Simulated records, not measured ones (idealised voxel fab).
Presented below is a process module, voxel capacitor over wiring.
Cross-sectional view cut (width: 240 nm; square cell size: 5 nm).
A cross-section is written here as square cells arranged in a grid, and it is given in bands from the top down, each band taking up one or more rows of cells. Band entry format. Leading values: height of top, height of bottom, nm. Remainder: materials in left-to-right order, each with its width in nm. Special words: "full width" on a single material, which then fills the band edge to edge; "air", empty space. Height 0 is the level under which the wafer as received is all one material. The lowest band goes on downwards, as in "0..down". Note: "30->40" means the width goes from the first number (top row of the band) to the second number (bottom row) in equal steps per row of cells. "no alteration" (step): cross-section cells unchanged, all of them. Closed-off voids of 8+ cells (no open route to the top) go in "Closed empty spaces", written width x height at distance from the left edge, in nm. Read whatever lies past the settings on a step's line as the simulator's own remark about the step. "overlay nm" on a masked step: distance the mask lay right of its planned place, negative for left.

Below is the list of planned process steps:
1,RECEIVE,material Si
2,CONFORMAL_DEP,material SiO2,thk nm 10
3,CONFORMAL_DEP,material SiCN,thk nm 5
4,DIRECTIONAL_DEP,material lowk,thk nm 15
5,MASKED_ETCH,tone open,mask id METAL_1,width nm 20,pitch nm 85,etch materials lowk,depth nm 15,overlay nm 0
6,MASKED_ETCH,tone open,mask id METAL_1,width nm 20,pitch nm 85,etch materials SiCN,depth nm 5,overlay nm 0
7,CONFORMAL_DEP,material TiN,thk nm 5
8,FILL_DEP,material Cu,thk nm 10
9,CMP,height nm 30
10,EPI,material Ru,thk nm 5
11,FILL_DEP,material SiCN,thk nm 5
12,DIRECTIONAL_DEP,material SiO2,thk nm 10
13,MASKED_ETCH,tone open,mask id PLUG_1,width nm 15,etch materials SiO2,depth nm 10,overlay nm 0
14,MASKED_ETCH,tone open,mask id PLUG_1,width nm 15,etch materials SiCN,depth nm 5,overlay nm 0
15,CONFORMAL_DEP,material TiN,thk nm 5
16,FILL_DEP,material Ru,thk nm 10
17,CMP,height nm 50
18,DIRECTIONAL_DEP,material TiN,thk nm 5
19,DIRECTIONAL_DEP,material Al2O3,thk nm 5
20,DIRECTIONAL_DEP,material TiN,thk nm 5
21,PATTERN,tone cover,mask id UPPER_PLATE,material resist,width nm 70,thk nm 20,overlay nm 0
22,DIRECTIONAL_ETCH,etch materials TiN,depth nm 5
23,DIRECTIONAL_ETCH,etch materials Al2O3,depth nm 5
24,STRIP,etch materials resist
25,MASKED_ETCH,tone cover,mask id LOWER_PLATE,width nm 80,etch materials TiN,depth nm 5,overlay nm 0
26,FILL_DEP,material SiO2,thk nm 20
27,CMP,height nm 80
28,PATTERN,tone open,mask id PLUG_2,material resist,width nm 15,thk nm 20,overlay nm 0
29,DIRECTIONAL_ETCH,etch materials SiO2,depth nm 15
30,STRIP,etch materials resist
31,CONFORMAL_DEP,material TiN,thk nm 5
32,FILL_DEP,material Ru,thk nm 5
33,CMP,height nm 80
34,CONFORMAL_DEP,material SiN,thk nm 5

Cross-section of the wafer upon arrival, representing the state reached after step 1:
> 0..down | Si full width
> Closed empty spaces: none

Cross-section, first of two wafers, end of module, run as planned:
> 85..80 | SiN full width
> 80..70 | 80 of SiO2  5 of TiN  5 of Ru  5 of TiN  145 of SiO2
> 70..60 | 80->70 of SiO2  15->70 of TiN  145->100 of SiO2
> 60..55 | 70 of SiO2  70 of Al2O3  100 of SiO2
> 55..50 | 65 of SiO2  80 of TiN  95 of SiO2
> 50..40 | 70 of SiO2  5 of TiN  5 of Ru  5 of TiN  155 of SiO2
> 40..35 | 70 of SiCN  15 of TiN  155 of SiCN
> 35..30 | 60 of SiCN  30 of Ru  55 of SiCN  30 of Ru  65 of SiCN
> 30..15 | 65 of lowk  5 of TiN  10 of Cu  5 of TiN  65 of lowk  5 of TiN  10 of Cu  5 of TiN  70 of lowk
> 15..10 | 65 of SiCN  20 of TiN  65 of SiCN  20 of TiN  70 of SiCN
> 10..0 | SiO2 full width
> 0..down | Si full width
> Closed empty spaces: none

This cross-section belongs to the second wafer of two at the end of the module; the start and the plan were shared with the first, and the run included one mistake:
> 85..80 | SiN full width
> 80..70 | 80 of SiO2  5 of TiN  5 of Ru  5 of TiN  145 of SiO2
> 70..60 | 80->70 of SiO2  15->70 of TiN  145->100 of SiO2
> 60..55 | 70 of SiO2  70 of Al2O3  100 of SiO2
> 55..50 | 65 of SiO2  80 of TiN  95 of SiO2
> 50..40 | 70 of SiO2  5 of TiN  5 of Ru  5 of TiN  155 of SiO2
> 40..35 | 70 of SiCN  15 of TiN  155 of SiCN
> 35..30 | 55 of SiCN  40 of Ru  45 of SiCN  40 of Ru  60 of SiCN
> 30..20 | 60 of lowk  5 of TiN  20 of Cu  5 of TiN  55 of lowk  5 of TiN  20 of Cu  5 of TiN  65 of lowk
> 20..15 | 60 of lowk  10 of TiN  10 of Cu  10 of TiN  55 of lowk  10 of TiN  10 of Cu  10 of TiN  65 of lowk
> 15..10 | 65 of SiCN  20 of TiN  65 of SiCN  20 of TiN  70 of SiCN
> 10..0 | SiO2 full width
> 0..down | Si full width
> Closed empty spaces: none
What was done differently from what was planned? in deviation from the planned setting, step 5 was conducted as MASKED_ETCH,tone open,mask id METAL_1,width nm 30,pitch nm 85,etch materials lowk,depth nm 15,overlay nm 0
Wrapping up, a cell-based count of both wafers puts the second over or under the first for these materials: Cu +8; Ru +4; SiCN -4; TiN +4; lowk -12
